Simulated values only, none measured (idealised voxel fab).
Process module heading - voxel air gaps
For reference, the cross-section in this document is cut, with width 275 nm and square cells of 5 nm.
A cross-section is written here as square cells arranged in a grid, and it is given in bands from the top down, each band taking up one or more rows of cells.
Basically the band line says how high the top is and how high the bottom is, in nm, and then what's in it from left to right, every material with its width in nm. Empty space shows up as "empty", and if a single material carries "all across" it runs the full band edge to edge.
Height datum 0, below which the as-received substrate wafer is one material. Lowest band open at the bottom, running downward: "0 nm and below".
A two-number width, for instance "30 to 40", indicates that the width is equal to the first number in the top row of the band and to the second number in the bottom row, and that it changes by a constant amount per row of cells.
"no modifications" -> step changed no cross-section cell.
Entry "Closed cavities". Content: empty spaces with no open connection to the top, size 8 cells or greater. Each: width x height at distance. Distance: from left edge. Unit: nm.
Step line, after settings: the simulator's comment on this step.
The optional step-line setting "overlay nm" applies to steps with a mask and quantifies how far to the right of its planned location the mask lay, a negative value indicating leftward placement.

# Here's what the planned process steps look like
1) RECEIVE | material Si
2) CONFORMAL_DEP | material SiO2 | thk nm 10
3) CONFORMAL_DEP | material SiCN | thk nm 5
4) DIRECTIONAL_DEP | material SiO2 | thk nm 40
5) DIRECTIONAL_DEP | material aC | thk nm 10
6) PATTERN | tone open | mask id LINES | material resist | width nm 25 | pitch nm 55 | thk nm 30 | overlay nm 0
7) DIRECTIONAL_ETCH | etch materials aC | depth nm 10
8) STRIP | etch materials resist
9) DIRECTIONAL_ETCH | etch materials SiO2 | depth nm 40
10) STRIP | etch materials aC
11) CONFORMAL_DEP | material TiN | thk nm 5
12) FILL_DEP | material Ru | thk nm 10
13) CMP | height nm 55
14) EPI | material Ru | thk nm 10
15) SELECTIVE_ETCH | etch materials SiO2 | depth nm 50
16) CONFORMAL_DEP | material SiCN | thk nm 5

# Cross-section of the wafer at receipt, which is the condition after step 1
    0 nm and below: Si all across
    Closed cavities: none

# Same starting wafer, same plan as above, one mistake in the execution; this is the cross-section at the end of the module
    70 nm to 65 nm: empty=55, SiCN=170, empty=50
    65 nm to 55 nm: empty=55, SiCN=5, Ru=50, SiCN=5, Ru=50, SiCN=5, Ru=50, SiCN=5, empty=50
    55 nm to 50 nm: empty=55, SiCN=15, TiN=5, Ru=20, TiN=5, SiCN=25, TiN=5, Ru=20, TiN=5, SiCN=25, TiN=5, Ru=20, TiN=5, SiCN=15, empty=50
    50 nm to 20 nm: empty=65, SiCN=5, TiN=5, Ru=20, TiN=5, SiCN=5, empty=15, SiCN=5, TiN=5, Ru=20, TiN=5, SiCN=5, empty=15, SiCN=5, TiN=5, Ru=20, TiN=5, SiCN=5, empty=60
    20 nm to 15 nm: SiCN=70, TiN=30, SiCN=25, TiN=30, SiCN=25, TiN=30, SiCN=65
    15 nm to 10 nm: SiCN all across
    10 nm to 0 nm: SiO2 all across
    0 nm and below: Si all across
    Closed cavities: 15 x 30 at 105; 15 x 30 at 160
So what did we get wrong on this run? step 6 ran as: PATTERN | tone open | mask id LINES | material resist | width nm 30 | pitch nm 55 | thk nm 30 | overlay nm 0
